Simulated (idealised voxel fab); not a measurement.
voxel gate over fins: a process module
Xsec cut, 150 nm wide, square cell size 5 nm.
Cross-section spec: square-cell grid; bands listed top down; each band is one or more rows.
Read a band's entry like this: the first values are the height of its top and the height of its bottom in nm, and what follows is the sequence of materials from left to right, each with its width in nm. Note that "blank" is empty space, and that a single material marked "everywhere" reaches across the band from edge to edge.
For the purposes of this specification, 0 denotes the height below which the wafer in its as-received condition is composed wholly of one material, and the lowermost band, lacking a lower limit, extends downward without end, as expressed in "0 and below".
Width "30 to 40": first value at the band's top row of cells, second value at its bottom row, equal change from row to row.
"nothing different" -> step changed no cross-section cell.
"Entrapped void list": empty spaces of 8 cells or more with no open way to the top, each given as width x height at distance, distance from the left edge, all in nm.
Whatever follows a step's settings on its line is a remark the simulator itself makes about that step.
You can add "overlay nm" to a step's line. For a step with a mask, it describes how far the mask lay to the right of its planned position, and a negative number describes a lay to the left.

PLAN
step 1: RECEIVE with material Si
step 2: CONFORMAL_DEP with material SiN, thk nm 5
step 3: MASKED_ETCH with tone cover, mask id FINS, width nm 15, pitch nm 45, etch materials SiN, depth nm 5, overlay nm 0
step 4: MASKED_ETCH with tone cover, mask id FINS, width nm 15, pitch nm 45, etch materials Si, depth nm 30, overlay nm 0
step 5: OXIDIZE with depth nm 5
step 6: FILL_DEP with material SiO2, thk nm 10
step 7: CMP with height nm 5
step 8: SELECTIVE_ETCH with etch materials SiO2, depth nm 15
step 9: STRIP with etch materials SiN
step 10: CONFORMAL_DEP with material HfO2, thk nm 5
step 11: CONFORMAL_DEP with material TiN, thk nm 5
step 12: FILL_DEP with material W, thk nm 15
step 13: CMP with height nm 20
step 14: CONFORMAL_DEP with material SiCN, thk nm 10

FIRST WAFER, TWO IN TOTAL, RUN AS PLANNED

AS-RECEIVED STATE OF THE WAFER IN CROSS-SECTION, EQUIVALENT TO POST-STEP 1
- 0 and below  Si everywhere
- Entrapped void list: none

CROSS-SECTION THROUGH THE WAFER, STEP 2 FINISHED
- 5 down to 0  SiN everywhere
- Note: structure below 0 unchanged.

CROSS-SECTION THROUGH THE WAFER, STEP 3 FINISHED
- 5 down to 0  45 nm blank | 15 nm SiN | 30 nm blank | 15 nm SiN | 45 nm blank
- Note: structure below 0 unchanged.

CROSS-SECTION THROUGH THE WAFER, STEP 4 FINISHED
- 5 down to 0  45 nm blank | 15 nm SiN | 30 nm blank | 15 nm SiN | 45 nm blank
- 0 down to -30  45 nm blank | 15 nm Si | 30 nm blank | 15 nm Si | 45 nm blank
- Note: structure below -30 unchanged.

CROSS-SECTION THROUGH THE WAFER, STEP 5 FINISHED
- 5 down to 0  45 nm blank | 15 nm SiN | 30 nm blank | 15 nm SiN | 45 nm blank
- 0 down to -30  45 nm blank | 5 nm SiO2 | 5 nm Si | 5 nm SiO2 | 30 nm blank | 5 nm SiO2 | 5 nm Si | 5 nm SiO2 | 45 nm blank
- -30 down to -35  50 nm SiO2 | 5 nm Si | 40 nm SiO2 | 5 nm Si | 50 nm SiO2
- Note: structure below -35 unchanged.

CROSS-SECTION THROUGH THE WAFER, STEP 6 FINISHED
- 15 down to 5  SiO2 everywhere
- 5 down to 0  45 nm SiO2 | 15 nm SiN | 30 nm SiO2 | 15 nm SiN | 45 nm SiO2
- 0 down to -35  50 nm SiO2 | 5 nm Si | 40 nm SiO2 | 5 nm Si | 50 nm SiO2
- Note: structure below -35 unchanged.

CROSS-SECTION THROUGH THE WAFER, STEP 7 FINISHED
- 5 down to 0  45 nm SiO2 | 15 nm SiN | 30 nm SiO2 | 15 nm SiN | 45 nm SiO2
- Note: structure below 0 unchanged.

CROSS-SECTION THROUGH THE WAFER, STEP 8 FINISHED
- 5 down to 0  45 nm blank | 15 nm SiN | 30 nm blank | 15 nm SiN | 45 nm blank
- 0 down to -10  50 nm blank | 5 nm Si | 40 nm blank | 5 nm Si | 50 nm blank
- Note: structure below -10 unchanged.

CROSS-SECTION THROUGH THE WAFER, STEP 9 FINISHED
- 0 down to -10  50 nm blank | 5 nm Si | 40 nm blank | 5 nm Si | 50 nm blank
- Note: structure below -10 unchanged.

CROSS-SECTION THROUGH THE WAFER, STEP 10 FINISHED
- 5 down to 0  45 nm blank | 15 nm HfO2 | 30 nm blank | 15 nm HfO2 | 45 nm blank
- 0 down to -5  45 nm blank | 5 nm HfO2 | 5 nm Si | 5 nm HfO2 | 30 nm blank | 5 nm HfO2 | 5 nm Si | 5 nm HfO2 | 45 nm blank
- -5 down to -10  50 nm HfO2 | 5 nm Si | 40 nm HfO2 | 5 nm Si | 50 nm HfO2
- Note: structure below -10 unchanged.

CROSS-SECTION THROUGH THE WAFER, STEP 11 FINISHED
- 10 down to 5  40 nm blank | 25 nm TiN | 20 nm blank | 25 nm TiN | 40 nm blank
- 5 down to 0  40 nm blank | 5 nm TiN | 15 nm HfO2 | 5 nm TiN | 20 nm blank | 5 nm TiN | 15 nm HfO2 | 5 nm TiN | 40 nm blank
- 0 down to -5  45 nm TiN | 5 nm HfO2 | 5 nm Si | 5 nm HfO2 | 30 nm TiN | 5 nm HfO2 | 5 nm Si | 5 nm HfO2 | 45 nm TiN
- Note: structure below -5 unchanged.

CROSS-SECTION THROUGH THE WAFER, STEP 12 FINISHED
- 25 down to 10  W everywhere
- 10 down to 5  40 nm W | 25 nm TiN | 20 nm W | 25 nm TiN | 40 nm W
- 5 down to 0  40 nm W | 5 nm TiN | 15 nm HfO2 | 5 nm TiN | 20 nm W | 5 nm TiN | 15 nm HfO2 | 5 nm TiN | 40 nm W
- Note: structure below 0 unchanged.

CROSS-SECTION THROUGH THE WAFER, STEP 13 FINISHED
- 20 down to 10  W everywhere
- Note: structure below 10 unchanged.

CROSS-SECTION THROUGH THE WAFER, STEP 14 FINISHED
- 30 down to 20  SiCN everywhere
- Note: structure below 20 unchanged.

SECOND WAFER - SHARED START AND PLAN WITH THE FIRST - ONE ERROR IN RUNNING - SAME AS THE FIRST UP TO STEP 10 INCLUSIVE

SECOND WAFER CROSS-SECTION, TAKEN AS OF THE TIME THE PLAN SETS FOR STEP 11 TO BE DONE
- 10 down to 5  40 nm blank | 25 nm SiN | 20 nm blank | 25 nm SiN | 40 nm blank
- 5 down to 0  40 nm blank | 5 nm SiN | 15 nm HfO2 | 5 nm SiN | 20 nm blank | 5 nm SiN | 15 nm HfO2 | 5 nm SiN | 40 nm blank
- 0 down to -5  45 nm SiN | 5 nm HfO2 | 5 nm Si | 5 nm HfO2 | 30 nm SiN | 5 nm HfO2 | 5 nm Si | 5 nm HfO2 | 45 nm SiN
- Note: structure below -5 unchanged.

SECOND WAFER CROSS-SECTION, TAKEN AS OF THE TIME THE PLAN SETS FOR STEP 12 TO BE DONE
- 25 down to 10  W everywhere
- 10 down to 5  40 nm W | 25 nm SiN | 20 nm W | 25 nm SiN | 40 nm W
- 5 down to 0  40 nm W | 5 nm SiN | 15 nm HfO2 | 5 nm SiN | 20 nm W | 5 nm SiN | 15 nm HfO2 | 5 nm SiN | 40 nm W
- Note: structure below 0 unchanged.

SECOND WAFER CROSS-SECTION, TAKEN AS OF THE TIME THE PLAN SETS FOR STEP 13 TO BE DONE
- 20 down to 10  W everywhere
- Note: structure below 10 unchanged.

SECOND WAFER CROSS-SECTION, TAKEN AS OF THE TIME THE PLAN SETS FOR STEP 14 TO BE DONE
- 30 down to 20  SiCN everywhere
- Note: structure below 20 unchanged.
Finding, execution versus plan: step 11 went in with a setting other than planned; the actual run was CONFORMAL_DEP with material SiN, thk nm 5
Counted in cells at the end, the second wafer holds more or fewer of these materials than the first: SiN +38 | TiN -38
